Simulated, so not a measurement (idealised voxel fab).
Documented hereafter: the process module known as voxel fin reveal.
For reference, the cross-section in this document is cut, with width 265 nm and square cells of 5 nm.
Reading order for cross-sections: top band down to bottom band. Underlying form: a grid of square cells. Band size: one or more rows of cells. Each band's line starts with the height of the band's top and of its bottom, in nm. Then come its materials from left to right, each with its width in nm. One material with "edge to edge" fills the band from edge to edge. "blank" is empty space. Zero point of the height axis is 0; under it, received wafer = one material. Lowest band: continues down indefinitely, "0 nm and below". Top row gets the first number, bottom row gets the second, and each row in between changes by the same step: that is how a band width like "30..40" works. It should be understood that the words "same as before", when stated for a given step, signify that the cross-section underwent no change in any of its cells during that step. In "Sealed void inventory" the enclosed voids are listed, meaning empty spaces of 8 cells or larger without any opening to the top. The form is width x height at distance, distance from the left edge, units nm. The remark found on a step's line after its settings is issued by the simulator itself and pertains to that step. overlay nm: right-of-plan distance of the mask on a masked step; negative values mean left-of-plan.
**Process steps (planned)**
1,op RECEIVE | material Si
2,op CONFORMAL_DEP | material SiN | thk nm 5
3,op MASKED_ETCH | tone cover | mask id FINS | width nm 15 | pitch nm 35 | etch materials SiN | depth nm 5 | overlay nm 0
4,op MASKED_ETCH | tone cover | mask id FINS | width nm 15 | pitch nm 35 | etch materials Si | depth nm 30 | overlay nm -15
5,op OXIDIZE | depth nm 5
6,op FILL_DEP | material SiO2 | thk nm 10
7,op CMP | height nm 5
8,op SELECTIVE_ETCH | etch materials SiO2 | depth nm 15
9,op STRIP | etch materials SiN
10,op CONFORMAL_DEP | material SiO2 | thk nm 5
Wafers differ in overlay nm at step 4; plan lists the first wafer's value; identical starting state.
**Cross-section: the first of several wafers in its as-received state, i.e. following step 1**
* 0 nm and below: Si edge to edge
* Sealed void inventory: none
**Below: a row per wafer. Contents at end of module: for every material, cells gained since receipt (+) or lost since receipt (-); then closed voids**
overlay nm -15; -321 Si; +286 SiO2; Sealed void inventory: none
overlay nm -10; -333 Si; +296 SiO2; Sealed void inventory: none
overlay nm -5; -345 Si; +306 SiO2; Sealed void inventory: none
overlay nm 0; -357 Si; +316 SiO2; Sealed void inventory: none
overlay nm 5; -345 Si; +306 SiO2; Sealed void inventory: none
overlay nm 10; -333 Si; +296 SiO2; Sealed void inventory: none
overlay nm 15; -321 Si; +286 SiO2; Sealed void inventory: none
